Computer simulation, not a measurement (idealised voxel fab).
process module | voxel released beams
cross-section cut | 215 nm wide | cells 5 nm
A cross-section is a grid of square cells, given in bands from the top down. A band is one or more rows of cells.
Each band's line starts with the height of the band's top and of its bottom, in nm. Then come its materials from left to right, each with its width in nm. One material with "throughout" fills the band from edge to edge. "air" is empty space.
Height 0 is the level under which the wafer as received is all one material. The lowest band goes on downwards, as in "0 down".
A width such as "30 to 40" changes by the same amount from each row of cells to the next, from the band's top row to its bottom row.
"no change" after a step means that no cell of the cross-section changed.
closed voids: empty space of 8 cells or more with no open way to the top, each as width x height at its distance from the left edge, in nm
after a step's settings: what the simulator itself notes on the step
overlay nm, on a step with a mask: how far to the right of its planned place the mask lay; to the left if negative
plan
1 op RECEIVE | material Si
2 op CONFORMAL_DEP | material SiN | thk nm 5
3 op DIRECTIONAL_DEP | material SiO2 | thk nm 15
4 op DIRECTIONAL_DEP | material aC | thk nm 15
5 op PATTERN | tone open | mask id ANCHOR | material resist | width nm 30 | thk nm 35 | overlay nm 0
6 op DIRECTIONAL_ETCH | etch materials aC | depth nm 15
7 op STRIP | etch materials resist
8 op DIRECTIONAL_ETCH | etch materials SiO2 | depth nm 15
9 op STRIP | etch materials aC
10 op CONFORMAL_DEP | material TiN | thk nm 10
11 op DIRECTIONAL_DEP | material aC | thk nm 10
12 op PATTERN | tone cover | mask id BEAM | material resist | width nm 105 | thk nm 30 | overlay nm 0
13 op DIRECTIONAL_ETCH | etch materials aC | depth nm 10
14 op STRIP | etch materials resist
15 op DIRECTIONAL_ETCH | etch materials TiN | depth nm 10
16 op STRIP | etch materials aC
17 op STRIP | etch materials SiO2
as received, after step 1
  0 down: Si throughout
  closed voids: none
first wafer at the end, as planned
  30 to 20: air 50 | TiN 15 | air 10 | TiN 80 | air 60
  20 to 15: air 55 | TiN 10 | air 10 | TiN 10 | air 130
  15 to 5: air 55 | TiN 30 | air 130
  5 to 0: SiN throughout
  0 down: Si throughout
  closed voids: none
second wafer at the end: like start, like plan, one mistake
  20 to 15: air 50 | TiN 15 | air 10 | TiN 80 | air 60
  15 to 5: air 50 to 55 | TiN 105 to 30 | air 60 to 130
  5 to 0: SiN throughout
  0 down: Si throughout
  closed voids: none
what went wrong: step 3 ran as: op DIRECTIONAL_DEP | material SiO2 | thk nm 5
at the end the second wafer has, in cells: 8 fewer of TiN
